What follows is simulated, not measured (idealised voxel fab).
The following process module bears the name voxel capacitor over wiring.
Shown is cross-section cut, with a width of 250 nm and square cells of size 5 nm.
Cross-section spec: square-cell grid; bands listed top down; each band is one or more rows. Read a band's entry like this: the first values are the height of its top and the height of its bottom in nm, and what follows is the sequence of materials from left to right, each with its width in nm. Note that "empty" is empty space, and that a single material marked "throughout" reaches across the band from edge to edge. All heights in this document are referenced to 0, defined as the level beneath which the wafer, as received, consists entirely of one material. The lowest band is not bounded below; it extends indefinitely downward and is written in the form "0 nm and below". Quick explanation for "30->40": the width changes in equal steps down the rows of cells, from the first number in the band's top row to the second number in its bottom row. "no change" means the step left every cell of the cross-section as it was. Voids not open to the top, 8 cells minimum: see "Catalogued sealed voids". Written width x height at distance; distance is from the left edge; nm. On each step's line, the part that comes after the settings is the simulator's own comment on the step. What "overlay nm" on a step's line means: if the step has a mask, that mask lay this far to the right of its planned place, or, when the value is negative, to the left.
**List of planned process steps**
| 1 | RECEIVE (material Si) |
| 2 | CONFORMAL_DEP (material SiO2; thk nm 15) |
| 3 | DIRECTIONAL_DEP (material TiN; thk nm 5) |
| 4 | DIRECTIONAL_DEP (material W; thk nm 15) |
| 5 | MASKED_ETCH (tone cover; mask id METAL_1; width nm 25; pitch nm 75; etch materials W; depth nm 15; overlay nm 0) |
| 6 | MASKED_ETCH (tone cover; mask id METAL_1; width nm 25; pitch nm 75; etch materials TiN; depth nm 5; overlay nm 0) |
| 7 | FILL_DEP (material lowk; thk nm 10) |
| 8 | CMP (height nm 35) |
| 9 | CONFORMAL_DEP (material SiCN; thk nm 5) |
| 10 | DIRECTIONAL_DEP (material SiO2; thk nm 15) |
| 11 | DIRECTIONAL_DEP (material aC; thk nm 15) |
| 12 | PATTERN (tone open; mask id PLUG_1; material resist; width nm 15; thk nm 30; overlay nm 0) |
| 13 | DIRECTIONAL_ETCH (etch materials aC; depth nm 15) |
| 14 | STRIP (etch materials resist) |
| 15 | DIRECTIONAL_ETCH (etch materials SiO2; depth nm 15) |
| 16 | DIRECTIONAL_ETCH (etch materials SiCN; depth nm 5) |
| 17 | STRIP (etch materials aC) |
| 18 | CONFORMAL_DEP (material TiN; thk nm 5) |
| 19 | FILL_DEP (material Cu; thk nm 10) |
| 20 | CMP (height nm 55) |
| 21 | DIRECTIONAL_DEP (material TiN; thk nm 5) |
| 22 | DIRECTIONAL_DEP (material Al2O3; thk nm 5) |
| 23 | DIRECTIONAL_DEP (material TiN; thk nm 10) |
| 24 | DIRECTIONAL_DEP (material aC; thk nm 10) |
| 25 | PATTERN (tone cover; mask id UPPER_PLATE; material resist; width nm 55; thk nm 30; overlay nm 0) |
| 26 | DIRECTIONAL_ETCH (etch materials aC; depth nm 10) |
| 27 | STRIP (etch materials resist) |
| 28 | DIRECTIONAL_ETCH (etch materials TiN; depth nm 10) |
| 29 | DIRECTIONAL_ETCH (etch materials Al2O3; depth nm 5) |
| 30 | STRIP (etch materials aC) |
| 31 | DIRECTIONAL_DEP (material aC; thk nm 15) |
| 32 | PATTERN (tone cover; mask id LOWER_PLATE; material resist; width nm 65; thk nm 30; overlay nm 0) |
| 33 | DIRECTIONAL_ETCH (etch materials aC; depth nm 15) |
| 34 | STRIP (etch materials resist) |
| 35 | DIRECTIONAL_ETCH (etch materials TiN; depth nm 5) |
| 36 | STRIP (etch materials aC) |
| 37 | FILL_DEP (material SiO2; thk nm 20) |
| 38 | CMP (height nm 90) |
| 39 | DIRECTIONAL_DEP (material aC; thk nm 10) |
| 40 | PATTERN (tone open; mask id PLUG_2; material resist; width nm 15; thk nm 30; overlay nm 0) |
| 41 | DIRECTIONAL_ETCH (etch materials aC; depth nm 10) |
| 42 | STRIP (etch materials resist) |
| 43 | DIRECTIONAL_ETCH (etch materials SiO2; depth nm 15) |
| 44 | STRIP (etch materials aC) |
| 45 | CONFORMAL_DEP (material TiN; thk nm 5) |
| 46 | FILL_DEP (material W; thk nm 5) |
| 47 | CMP (height nm 90) |
| 48 | CONFORMAL_DEP (material SiCN; thk nm 5) |
Keep in mind the plan's value for the width nm of step 12 comes from the first wafer; the wafers don't share that setting, but they do share the same starting point.
**Cross-section of the first incoming wafer of several, state after step 1**
	0 nm and below = Si throughout
	Catalogued sealed voids: none
**Tabulated below, wafer by wafer, are the end-of-module results: for each material, the number of cells gained (+) or lost (-) relative to the as-received state, followed by the closed voids**
width nm 15, +11 Al2O3, +3 Cu, +97 SiCN, +586 SiO2, +61 TiN, +32 W, +160 lowk, Catalogued sealed voids: none
width nm 20, +11 Al2O3, +6 Cu, +96 SiCN, +583 SiO2, +62 TiN, +32 W, +160 lowk, Catalogued sealed voids: none
width nm 25, +11 Al2O3, +9 Cu, +95 SiCN, +580 SiO2, +63 TiN, +32 W, +160 lowk, Catalogued sealed voids: none
width nm 30, +11 Al2O3, +12 Cu, +94 SiCN, +577 SiO2, +64 TiN, +32 W, +160 lowk, Catalogued sealed voids: none
